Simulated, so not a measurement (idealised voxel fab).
voxel spacer lines: a process module
Each square cell in cross-section cut measures 5 nm, and the section as a whole is 220 nm wide.
Cross-section spec: square-cell grid; bands listed top down; each band is one or more rows. Quick guide to a band line: top height, bottom height (nm) up front; then every material left to right with its width in nm. Only one material and it's marked "full width"? Then it fills the band edge to edge. And "empty" just means empty space. Convention: height 0 is the level below which the wafer, as received, is all one material. The lowest band does not terminate at the bottom but continues downward, represented as "0 -> down". The width entry "30->40" should be interpreted row by row: the top row of cells in the band takes the first number, the bottom row takes the second number, and the change between adjacent rows is uniform throughout. The designation "no modification", where it is given for a processing step, indicates that no cell of the cross-section was altered in the course of that step. Each empty space that has no open way to the top and spans at least 8 cells appears under "Closed voids list" as width x height at distance, the distance counted from the left edge, all in nm. Formally, on a step line, whatever follows the settings is a remark that the simulator itself makes on the step. The optional step-line setting "overlay nm" applies to steps with a mask and quantifies how far to the right of its planned location the mask lay, a negative value indicating leftward placement.
Steps planned for the process:
1 RECEIVE: material Si
2 CONFORMAL_DEP: material Al2O3, thk nm 5
3 DIRECTIONAL_DEP: material polySi, thk nm 15
4 DIRECTIONAL_DEP: material aC, thk nm 30
5 PATTERN: tone cover, mask id MANDREL, material resist, width nm 25, pitch nm 80, thk nm 40, overlay nm 0
6 DIRECTIONAL_ETCH: etch materials aC, depth nm 30
7 STRIP: etch materials resist
8 CONFORMAL_DEP: material SiN, thk nm 15
9 DIRECTIONAL_ETCH: etch materials SiN, depth nm 15
10 STRIP: etch materials aC
11 DIRECTIONAL_ETCH: etch materials polySi, depth nm 15
12 STRIP: etch materials SiN
On the first of the two wafers: run conducted according to plan:
Incoming wafer, cross-sectional view, post step 1:
    0 -> down: Si full width
    Closed voids list: none
After step 2, in cross-section:
    5 -> 0: Al2O3 full width
    Lower than 0, everything is as it was.
After step 3, in cross-section:
    20 -> 5: polySi full width
    Lower than 5, everything is as it was.
After step 4, in cross-section:
    50 -> 20: aC full width
    Lower than 20, everything is as it was.
After step 5, in cross-section:
    90 -> 50: empty=15  resist=25  empty=55  resist=25  empty=55  resist=25  empty=20
    Lower than 50, everything is as it was.
After step 6, in cross-section:
    60 -> 50: empty=15  resist=25  empty=55  resist=25  empty=55  resist=25  empty=20
    50 -> 20: empty=15  aC=25  empty=55  aC=25  empty=55  aC=25  empty=20
    Lower than 20, everything is as it was.
After step 7, in cross-section:
    50 -> 20: empty=15  aC=25  empty=55  aC=25  empty=55  aC=25  empty=20
    Lower than 20, everything is as it was.
After step 8, in cross-section:
    65 -> 50: SiN=55  empty=25  SiN=55  empty=25  SiN=55  empty=5
    50 -> 35: SiN=15  aC=25  SiN=15  empty=25  SiN=15  aC=25  SiN=15  empty=25  SiN=15  aC=25  SiN=15  empty=5
    35 -> 20: SiN=15  aC=25  SiN=55  aC=25  SiN=55  aC=25  SiN=20
    Lower than 20, everything is as it was.
After step 9, in cross-section:
    50 -> 20: SiN=15  aC=25  SiN=15  empty=25  SiN=15  aC=25  SiN=15  empty=25  SiN=15  aC=25  SiN=15  empty=5
    Lower than 20, everything is as it was.
After step 10, in cross-section:
    50 -> 20: SiN=15  empty=25  SiN=15  empty=25  SiN=15  empty=25  SiN=15  empty=25  SiN=15  empty=25  SiN=15  empty=5
    Lower than 20, everything is as it was.
After step 11, in cross-section:
    50 -> 20: SiN=15  empty=25  SiN=15  empty=25  SiN=15  empty=25  SiN=15  empty=25  SiN=15  empty=25  SiN=15  empty=5
    20 -> 5: polySi=15  empty=25  polySi=15  empty=25  polySi=15  empty=25  polySi=15  empty=25  polySi=15  empty=25  polySi=15  empty=5
    Lower than 5, everything is as it was.
After step 12, in cross-section:
    20 -> 5: polySi=15  empty=25  polySi=15  empty=25  polySi=15  empty=25  polySi=15  empty=25  polySi=15  empty=25  polySi=15  empty=5
    Lower than 5, everything is as it was.
For the second wafer, take the first wafer's start and plan, then add one mistake made in running it; everything through step 4, that step included, is shared with the first:
Second wafer at the planned finish of step 5, seen in cross-section:
    90 -> 50: resist=15  empty=25  resist=55  empty=25  resist=55  empty=25  resist=20
    Lower than 50, everything is as it was.
Second wafer at the planned finish of step 6, seen in cross-section:
    60 -> 50: resist=15  empty=25  resist=55  empty=25  resist=55  empty=25  resist=20
    50 -> 20: aC=15  empty=25  aC=55  empty=25  aC=55  empty=25  aC=20
    Lower than 20, everything is as it was.
Second wafer at the planned finish of step 7, seen in cross-section:
    50 -> 20: aC=15  empty=25  aC=55  empty=25  aC=55  empty=25  aC=20
    Lower than 20, everything is as it was.
Second wafer at the planned finish of step 8, seen in cross-section:
    65 -> 50: SiN full width
    50 -> 20: aC=15  SiN=25  aC=55  SiN=25  aC=55  SiN=25  aC=20
    Lower than 20, everything is as it was.
Second wafer at the planned finish of step 9, seen in cross-section:
    50 -> 20: aC=15  SiN=25  aC=55  SiN=25  aC=55  SiN=25  aC=20
    Lower than 20, everything is as it was.
Second wafer at the planned finish of step 10, seen in cross-section:
    50 -> 20: empty=15  SiN=25  empty=55  SiN=25  empty=55  SiN=25  empty=20
    Lower than 20, everything is as it was.
Second wafer at the planned finish of step 11, seen in cross-section:
    50 -> 20: empty=15  SiN=25  empty=55  SiN=25  empty=55  SiN=25  empty=20
    20 -> 5: empty=15  polySi=25  empty=55  polySi=25  empty=55  polySi=25  empty=20
    Lower than 5, everything is as it was.
Second wafer at the planned finish of step 12, seen in cross-section:
    20 -> 5: empty=15  polySi=25  empty=55  polySi=25  empty=55  polySi=25  empty=20
    Lower than 5, everything is as it was.
Against the plan, the run slipped here: step 5 was processed under conditions differing from the plan, specifically as PATTERN: tone open, mask id MANDREL, material resist, width nm 25, pitch nm 80, thk nm 40, overlay nm 0
Cell-count delta at end, second wafer over first, by material: polySi -9
